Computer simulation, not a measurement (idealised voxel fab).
The name of this process module is voxel plated lines.
The cross-section shown here is cut; it is 185 nm wide and divided into square cells measuring 5 nm on a side.
How to read a cross-section here: the picture is a grid of square cells, written as bands going from the top down, and any band can span one or more rows of cells. The entry gives the band's vertical extent as a top height and a bottom height in nm, then its horizontal make-up as materials from left to right, each with a width in nm. "air" stands for empty space; a single material marked "all across" fills the band edge to edge. Beneath 0, the wafer as received is one material, and that level is where height counting begins. The lowest band goes on downward without a bottom; it is written like "0 nm and below". Width: "30..40" (first number = top row, second number = bottom row, same change from row to row of cells). Basically "remains unaltered" means that step didn't change any cell in the cross-section. Each empty space that has no open way to the top and spans at least 8 cells appears under "Voids, enclosed" as width x height at distance, the distance counted from the left edge, all in nm. after a step's settings: what the simulator itself notes on the step. Steps that use a mask can have "overlay nm" on their line. It says how far the mask sat to the right of where it was meant to be. Negative means to the left.

# Below is the list of planned process steps
1. RECEIVE,material Si
2. CONFORMAL_DEP,material Al2O3,thk nm 5
3. DIRECTIONAL_DEP,material TiN,thk nm 5
4. PATTERN,tone open,mask id LINES,material resist,width nm 20,pitch nm 40,thk nm 20,overlay nm 0
5. EPI,material Ru,thk nm 10
6. STRIP,etch materials resist
7. DIRECTIONAL_ETCH,etch materials TiN,depth nm 5
8. CONFORMAL_DEP,material SiN,thk nm 5

# Cross-section of the wafer at receipt, which is the condition after step 1
  0 nm and below = Si all across
  Voids, enclosed: none

# Module complete, cross-section. Starting point and plan per above. One mistake made in running the module
  25 nm to 20 nm = SiN=65  air=10  SiN=30  air=10  SiN=70
  20 nm to 10 nm = Ru=60  SiN=5  air=10  SiN=5  Ru=20  SiN=5  air=10  SiN=5  Ru=65
  10 nm to 5 nm = TiN=60  SiN=20  TiN=20  SiN=20  TiN=65
  5 nm to 0 nm = Al2O3 all across
  0 nm and below = Si all across
  Voids, enclosed: none
Finding, execution versus plan: step 4 was not run as planned; what actually ran was PATTERN,tone cover,mask id LINES,material resist,width nm 20,pitch nm 40,thk nm 20,overlay nm 0
